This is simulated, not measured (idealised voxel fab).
Process module, titled voxel air gaps
Displayed cross-section: cut, width of 170 nm, square cells sized 5 nm.
We lay out every cross-section as a grid of square cells and spell it out in bands from the top down, where one band means one or more rows of cells.
Quick guide to a band line: top height, bottom height (nm) up front; then every material left to right with its width in nm. Only one material and it's marked "everywhere"? Then it fills the band edge to edge. And "empty" just means empty space.
Height datum 0, below which the as-received substrate wafer is one material. Lowest band open at the bottom, running downward: "top 0, no bottom".
Think of "30->40" as a width that walks from the first number to the second as you go down the band, top row to bottom row, taking equal-sized steps from row to row.
No cell of the cross-section changed in a step that is given as "remains unaltered".
"Enclosed internal voids" specifies each empty space that is not open to the top and that occupies no fewer than 8 cells, using the form width x height at distance, the distance measured from the left edge and all three quantities in nm.
Formally, on a step line, whatever follows the settings is a remark that the simulator itself makes on the step.
overlay nm: mask offset rightward from planned place, masked step; negative means leftward offset.
Planned step list for the process
1) RECEIVE, material Si
2) CONFORMAL_DEP, material SiO2, thk nm 15
3) CONFORMAL_DEP, material SiCN, thk nm 5
4) DIRECTIONAL_DEP, material lowk, thk nm 35
5) MASKED_ETCH, tone open, mask id LINES, width nm 20, pitch nm 50, etch materials lowk, depth nm 35, overlay nm 0
6) CONFORMAL_DEP, material TiN, thk nm 5
7) FILL_DEP, material Ru, thk nm 5
8) CMP, height nm 55
9) EPI, material Ru, thk nm 10
10) SELECTIVE_ETCH, etch materials lowk, depth nm 45
11) CONFORMAL_DEP, material SiCN, thk nm 5
The cross-section here shows the wafer as received, i.e. in its state after step 1
- top 0, no bottom | Si everywhere
- Enclosed internal voids: none
Cross-section at module end, one run error; start and plan unchanged from above
- top 70, bottom 65 | empty: 10 | SiCN: 150 | empty: 10
- top 65, bottom 55 | empty: 10 | SiCN: 5 | Ru: 40 | SiCN: 10 | Ru: 40 | SiCN: 10 | Ru: 40 | SiCN: 5 | empty: 10
- top 55, bottom 50 | empty: 10 | SiCN: 15 | TiN: 5 | Ru: 10 | TiN: 5 | SiCN: 30 | TiN: 5 | Ru: 10 | TiN: 5 | SiCN: 30 | TiN: 5 | Ru: 10 | TiN: 5 | SiCN: 15 | empty: 10
- top 50, bottom 25 | empty: 20 | SiCN: 5 | TiN: 5 | Ru: 10 | TiN: 5 | SiCN: 5 | empty: 20 | SiCN: 5 | TiN: 5 | Ru: 10 | TiN: 5 | SiCN: 5 | empty: 20 | SiCN: 5 | TiN: 5 | Ru: 10 | TiN: 5 | SiCN: 5 | empty: 20
- top 25, bottom 20 | SiCN: 25 | TiN: 20 | SiCN: 30 | TiN: 20 | SiCN: 30 | TiN: 20 | SiCN: 25
- top 20, bottom 15 | TiN everywhere
- top 15, bottom 0 | SiO2 everywhere
- top 0, no bottom | Si everywhere
- Enclosed internal voids: 20 x 25 at 50; 20 x 25 at 100
Misprocessing identified: in deviation from the planned setting, step 3 was conducted as CONFORMAL_DEP, material TiN, thk nm 5
